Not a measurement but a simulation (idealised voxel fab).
The following is a process module called voxel gate over fins.
For reference, the cross-section in this document is cut, with width 270 nm and square cells of 5 nm.
In this document a cross-section is written as a grid of square cells. It is given as a series of bands, listed from the top down, and a band is one or more rows of cells. First you get the band's top height and its bottom height, in nm, and then the materials it's made of, left to right, with each width in nm. If you see a single material with "everywhere", that one covers the band edge to edge. "blank" is empty space. All heights in this document are referenced to 0, defined as the level beneath which the wafer, as received, consists entirely of one material. The lowest band is not bounded below; it extends indefinitely downward and is written in the form "0..down". Per-row width for "30..40": begins at first number (top row of band), ends at second number (bottom row), increment between rows held constant. "no change" after a step means that no cell of the cross-section changed. "Unvented cavities": empty spaces of 8 cells or more with no open way to the top, each given as width x height at distance, distance from the left edge, all in nm. Text after the settings on a step's line: the simulator's own remark on that step. You can add "overlay nm" to a step's line. For a step with a mask, it describes how far the mask lay to the right of its planned position, and a negative number describes a lay to the left.
## The process steps that were planned are listed below
1,RECEIVE, material Si
2,CONFORMAL_DEP, material SiN, thk nm 5
3,MASKED_ETCH, tone cover, mask id FINS, width nm 15, pitch nm 55, etch materials SiN, depth nm 5, overlay nm 0
4,MASKED_ETCH, tone cover, mask id FINS, width nm 15, pitch nm 55, etch materials Si, depth nm 30, overlay nm 0
5,FILL_DEP, material SiO2, thk nm 15
6,CMP, height nm 5
7,DIRECTIONAL_DEP, material aC, thk nm 15
8,PATTERN, tone open, mask id RAIL, material resist, width nm 15, thk nm 35, overlay nm 0
9,DIRECTIONAL_ETCH, etch materials aC, depth nm 15
10,STRIP, etch materials resist
11,DIRECTIONAL_ETCH, etch materials SiO2, depth nm 30
12,STRIP, etch materials aC
13,CONFORMAL_DEP, material TiN, thk nm 5
14,FILL_DEP, material Ru, thk nm 5
15,CMP, height nm 5
16,SELECTIVE_ETCH, etch materials W Ru TiN, depth nm 25
17,FILL_DEP, material SiO2, thk nm 5
18,CMP, height nm 5
19,SELECTIVE_ETCH, etch materials SiO2, depth nm 20
20,STRIP, etch materials SiN
21,CONFORMAL_DEP, material HfO2, thk nm 5
22,CONFORMAL_DEP, material TiN, thk nm 5
23,FILL_DEP, material W, thk nm 10
24,CMP, height nm 15
25,CONFORMAL_DEP, material SiN, thk nm 10
## Here's what the wafer looked like in cross-section when it arrived - that's after step 1
- 0..down  Si everywhere
- Unvented cavities: none
## End-of-module cross-section of the first of two wafers, processed as planned
- 25..15  SiN everywhere
- 15..10  W everywhere
- 10..5  W 90 nm  TiN 35 nm  W 20 nm  TiN 35 nm  W 90 nm
- 5..0  W 90 nm  TiN 5 nm  HfO2 25 nm  TiN 5 nm  W 20 nm  TiN 5 nm  HfO2 25 nm  TiN 5 nm  W 90 nm
- 0..-5  W 90 nm  TiN 5 nm  HfO2 5 nm  Si 15 nm  HfO2 5 nm  TiN 5 nm  W 20 nm  TiN 5 nm  HfO2 5 nm  Si 15 nm  HfO2 5 nm  TiN 5 nm  W 90 nm
- -5..-10  TiN 95 nm  HfO2 5 nm  Si 15 nm  HfO2 5 nm  TiN 30 nm  HfO2 5 nm  Si 15 nm  HfO2 5 nm  TiN 95 nm
- -10..-15  HfO2 100 nm  Si 15 nm  HfO2 40 nm  Si 15 nm  HfO2 100 nm
- -15..-20  SiO2 100 nm  Si 15 nm  SiO2 40 nm  Si 15 nm  SiO2 100 nm
- -20..-25  SiO2 100 nm  Si 15 nm  SiO2 10 nm  TiN 15 nm  SiO2 15 nm  Si 15 nm  SiO2 100 nm
- -25..-30  SiO2 100 nm  Si 15 nm  SiO2 40 nm  Si 15 nm  SiO2 100 nm
- -30..down  Si everywhere
- Unvented cavities: none
## Cross-section, second wafer: same start as the first, same plan as the first, one mistake in running it; taken at the end of the module
- 25..15  SiN everywhere
- 15..10  W everywhere
- 10..5  W 90 nm  TiN 35 nm  W 20 nm  TiN 35 nm  W 90 nm
- 5..0  W 90 nm  TiN 5 nm  HfO2 25 nm  TiN 5 nm  W 20 nm  TiN 5 nm  HfO2 25 nm  TiN 5 nm  W 90 nm
- 0..-5  W 90 nm  TiN 5 nm  HfO2 5 nm  Si 15 nm  HfO2 5 nm  TiN 5 nm  W 20 nm  TiN 5 nm  HfO2 5 nm  Si 15 nm  HfO2 5 nm  TiN 5 nm  W 90 nm
- -5..-10  TiN 95 nm  HfO2 5 nm  Si 15 nm  HfO2 5 nm  TiN 30 nm  HfO2 5 nm  Si 15 nm  HfO2 5 nm  TiN 95 nm
- -10..-15  HfO2 100 nm  Si 15 nm  HfO2 40 nm  Si 15 nm  HfO2 100 nm
- -15..-20  SiO2 100 nm  Si 15 nm  SiO2 40 nm  Si 15 nm  SiO2 100 nm
- -20..-25  SiO2 100 nm  Si 15 nm  SiO2 20 nm  TiN 15 nm  SiO2 5 nm  Si 15 nm  SiO2 100 nm
- -25..-30  SiO2 100 nm  Si 15 nm  SiO2 40 nm  Si 15 nm  SiO2 100 nm
- -30..down  Si everywhere
- Unvented cavities: none
Heads up, the wafer didn't run the way we planned it: step 8 was processed under conditions differing from the plan, specifically as PATTERN, tone open, mask id RAIL, material resist, width nm 15, thk nm 35, overlay nm 10
Cell counts per material: same on both final wafers. Positions: different.
